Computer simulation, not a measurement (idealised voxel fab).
process module | voxel fin reveal
cross-section cut | 200 nm wide | cells 5 nm
A cross-section is a grid of square cells, given in bands from the top down. A band is one or more rows of cells.
Each band's line starts with the height of the band's top and of its bottom, in nm. Then come its materials from left to right, each with its width in nm. One material with "throughout" fills the band from edge to edge. "air" is empty space.
Height 0 is the level under which the wafer as received is all one material. The lowest band goes on downwards, as in "0 down".
A width such as "30 to 40" changes by the same amount from each row of cells to the next, from the band's top row to its bottom row.
"no change" after a step means that no cell of the cross-section changed.
closed voids: empty space of 8 cells or more with no open way to the top, each as width x height at its distance from the left edge, in nm
after a step's settings: what the simulator itself notes on the step
overlay nm, on a step with a mask: how far to the right of its planned place the mask lay; to the left if negative
plan
1 op RECEIVE | material Si
2 op CONFORMAL_DEP | material SiN | thk nm 10
3 op MASKED_ETCH | tone cover | mask id FINS | width nm 15 | pitch nm 35 | etch materials SiN | depth nm 10 | overlay nm 0
4 op MASKED_ETCH | tone cover | mask id FINS | width nm 15 | pitch nm 35 | etch materials Si | depth nm 35 | overlay nm 0
5 op OXIDIZE | depth nm 5
6 op FILL_DEP | material SiO2 | thk nm 10
7 op CMP | height nm 10
8 op SELECTIVE_ETCH | etch materials SiO2 | depth nm 35
9 op STRIP | etch materials SiN
10 op CONFORMAL_DEP | material HfO2 | thk nm 5
as received, after step 1
  0 down: Si throughout
  closed voids: none
first wafer at the end, as planned
  5 to 0: air 40 | HfO2 15 | air 20 | HfO2 15 | air 20 | HfO2 15 | air 20 | HfO2 15 | air 40
  0 to -20: air 40 | HfO2 5 | Si 5 | HfO2 5 | air 20 | HfO2 5 | Si 5 | HfO2 5 | air 20 | HfO2 5 | Si 5 | HfO2 5 | air 20 | HfO2 5 | Si 5 | HfO2 5 | air 40
  -20 to -25: HfO2 45 | Si 5 | HfO2 30 | Si 5 | HfO2 30 | Si 5 | HfO2 30 | Si 5 | HfO2 45
  -25 to -40: SiO2 45 | Si 5 | SiO2 30 | Si 5 | SiO2 30 | Si 5 | SiO2 30 | Si 5 | SiO2 45
  -40 down: Si throughout
  closed voids: none
second wafer at the end: like start, like plan, one mistake
  5 to 0: HfO2 40 | air 15 | HfO2 20 | air 15 | HfO2 20 | air 15 | HfO2 20 | air 15 | HfO2 40
  0 to -5: Si 35 | HfO2 25 | Si 10 | HfO2 25 | Si 10 | HfO2 25 | Si 10 | HfO2 25 | Si 35
  -5 down: Si throughout
  closed voids: none
what went wrong: step 3 ran as: op MASKED_ETCH | tone open | mask id FINS | width nm 15 | pitch nm 35 | etch materials SiN | depth nm 10 | overlay nm 0
at the end the second wafer has, in cells: 32 fewer of HfO2 | 268 more of Si | 108 fewer of SiO2
